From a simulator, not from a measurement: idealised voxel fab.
The document below concerns the process module designated voxel ribs on slabs.
The figure presents cross-section cut, which has a width of 160 nm and is divided into square cells with an edge length of 5 nm.
Reading order for cross-sections: top band down to bottom band. Underlying form: a grid of square cells. Band size: one or more rows of cells.
In this notation a band is specified by the heights of its top and bottom, in that order and in nm, after which its materials appear from left to right, each paired with its width in nm. The word "everywhere" attached to a single material means that material fills the band from edge to edge; the word "blank" stands for empty space.
Height is counted from the level 0, under which the received wafer is composed throughout of one material. The lowest of the bands is not closed at the bottom but continues downward, in the notation "0 nm and below".
Width "30 to 40": first value at the band's top row of cells, second value at its bottom row, equal change from row to row.
"remained the same" means the step left every cell of the cross-section as it was.
Enclosed voids (no open way to top), threshold 8 cells or more, entry "Sealed-off cavities", notation width x height at distance, distance from left edge, nm.
Heads up: the bit after the settings on a step's line is the simulator's remark on that step.
Each step line may optionally specify "overlay nm", which for a step with a mask gives the rightward distance between the mask's planned place and where it lay, a negative value indicating the leftward direction.
## The process steps that were planned are listed below
1,RECEIVE with material Si
2,DIRECTIONAL_DEP with material SiO2, thk nm 25
3,DIRECTIONAL_DEP with material SiN, thk nm 20
4,DIRECTIONAL_DEP with material aC, thk nm 10
5,PATTERN with tone cover, mask id RIB, material resist, width nm 30, thk nm 30, overlay nm 0
6,DIRECTIONAL_ETCH with etch materials aC, depth nm 10
7,STRIP with etch materials resist
8,DIRECTIONAL_ETCH with etch materials SiN, depth nm 10
9,STRIP with etch materials aC
10,DIRECTIONAL_DEP with material aC, thk nm 15
11,PATTERN with tone cover, mask id SLAB, material resist, width nm 90, thk nm 30, overlay nm 0
12,DIRECTIONAL_ETCH with etch materials aC, depth nm 15
13,STRIP with etch materials resist
14,DIRECTIONAL_ETCH with etch materials SiN, depth nm 10
15,STRIP with etch materials aC
16,FILL_DEP with material SiO2, thk nm 25
17,CMP with height nm 65
18,DIRECTIONAL_DEP with material TiN, thk nm 5
19,DIRECTIONAL_DEP with material aC, thk nm 15
20,PATTERN with tone cover, mask id HEATER, material resist, width nm 40, thk nm 30, overlay nm 0
21,DIRECTIONAL_ETCH with etch materials aC, depth nm 15
22,STRIP with etch materials resist
23,DIRECTIONAL_ETCH with etch materials TiN, depth nm 5
24,STRIP with etch materials aC
25,CONFORMAL_DEP with material SiN, thk nm 5
## This is the cross-section of the wafer as we received it, i.e. after step 1
* 0 nm and below | Si everywhere
* Sealed-off cavities: none
## Looking at the first of two wafers in cross-section at end of module - ran to plan
* 75 nm to 70 nm | 55 nm blank  50 nm SiN  55 nm blank
* 70 nm to 65 nm | 60 nm SiN  40 nm TiN  60 nm SiN
* 65 nm to 45 nm | SiO2 everywhere
* 45 nm to 35 nm | 65 nm SiO2  30 nm SiN  65 nm SiO2
* 35 nm to 25 nm | 35 nm SiO2  90 nm SiN  35 nm SiO2
* 25 nm to 0 nm | SiO2 everywhere
* 0 nm and below | Si everywhere
* Sealed-off cavities: none
## Second wafer of the two, sectioned at the end of the module. It began like the first and followed the same plan, but one mistake was made while running it
* 75 nm to 70 nm | 55 nm blank  50 nm SiN  55 nm blank
* 70 nm to 65 nm | 60 nm SiN  40 nm TiN  60 nm SiN
* 65 nm to 20 nm | SiO2 everywhere
* 20 nm to 0 nm | SiN everywhere
* 0 nm and below | Si everywhere
* Sealed-off cavities: none
Short version of what went wrong: contrary to the plan, steps 2 and 3 were processed in exchanged order
The final cell counts differ between the wafers, with the second having more or fewer of some materials than the first: SiN: 80 more; SiO2: 80 fewer
